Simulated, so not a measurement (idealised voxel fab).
The name of this process module is voxel released beams.
Cross-sectional view cut (width: 270 nm; square cell size: 5 nm).
Bands, listed from the top down, are how a cross-section gets written in this document; the cross-section itself is a grid of square cells, and a band is one or more rows of them.
Heights first: top, then bottom, in nm. Then materials, left to right, each with a width in nm. "full width" on a single material: fills the band edge to edge. "air": empty space.
Zero point of the height axis is 0; under it, received wafer = one material. Lowest band: continues down indefinitely, "0 -> down".
A two-number width, for instance "30..40", indicates that the width is equal to the first number in the top row of the band and to the second number in the bottom row, and that it changes by a constant amount per row of cells.
Step marked "nothing changed"? Then no cell in the cross-section changed in it.
Closed empty spaces (no open way to the top) of 8 cells or more are what "Completely enclosed voids" lists, each as width x height at distance from the left edge, nm for all three.
Anything after a step's settings on that line? It's the simulator's own note about the step.
"overlay nm" on a masked step: distance the mask lay right of its planned place, negative for left.

The following list gives the planned process steps
- 1: RECEIVE | material Si
- 2: CONFORMAL_DEP | material Al2O3 | thk nm 5
- 3: DIRECTIONAL_DEP | material SiO2 | thk nm 15
- 4: DIRECTIONAL_DEP | material aC | thk nm 10
- 5: PATTERN | tone open | mask id ANCHOR | material resist | width nm 35 | thk nm 30 | overlay nm 0
- 6: DIRECTIONAL_ETCH | etch materials aC | depth nm 10
- 7: STRIP | etch materials resist
- 8: DIRECTIONAL_ETCH | etch materials SiO2 | depth nm 15
- 9: STRIP | etch materials aC
- 10: CONFORMAL_DEP | material SiN | thk nm 10
- 11: DIRECTIONAL_DEP | material aC | thk nm 10
- 12: PATTERN | tone cover | mask id BEAM | material resist | width nm 95 | thk nm 25 | overlay nm 0
- 13: DIRECTIONAL_ETCH | etch materials aC | depth nm 10
- 14: STRIP | etch materials resist
- 15: DIRECTIONAL_ETCH | etch materials SiN | depth nm 10
- 16: STRIP | etch materials aC
- 17: STRIP | etch materials SiO2
What sets these wafers apart? The width nm at step 12. They all start alike, and the plan carries the first wafer's value.

As received, i.e. after step 1: cross-section through the first of several wafers
0 -> down  Si full width
Completely enclosed voids: none

First wafer at the end, after step 17
30 -> 20  air 85 | SiN 10 | air 15 | SiN 70 | air 90
20 -> 15  air 85 | SiN 10 | air 15 | SiN 10 | air 150
15 -> 5  air 85 | SiN 35 | air 150
5 -> 0  Al2O3 full width
0 -> down  Si full width
Completely enclosed voids: none

X-section, last wafer, module end
30 -> 20  air 75 | SiN 20 | air 15 | SiN 85 | air 75
20 -> 15  air 85 | SiN 10 | air 15 | SiN 10 | air 150
15 -> 5  air 85 | SiN 35 | air 150
5 -> 0  Al2O3 full width
0 -> down  Si full width
Completely enclosed voids: none

Tabulated below, wafer by wafer, are the end-of-module results: for each material, the number of cells gained (+) or lost (-) relative to the as-received state, followed by the closed voids
width nm 95 | +54 Al2O3 | +50 SiN | Completely enclosed voids: none
width nm 100 | +54 Al2O3 | +52 SiN | Completely enclosed voids: none
width nm 105 | +54 Al2O3 | +54 SiN | Completely enclosed voids: none
width nm 110 | +54 Al2O3 | +56 SiN | Completely enclosed voids: none
width nm 115 | +54 Al2O3 | +58 SiN | Completely enclosed voids: none
width nm 120 | +54 Al2O3 | +60 SiN | Completely enclosed voids: none
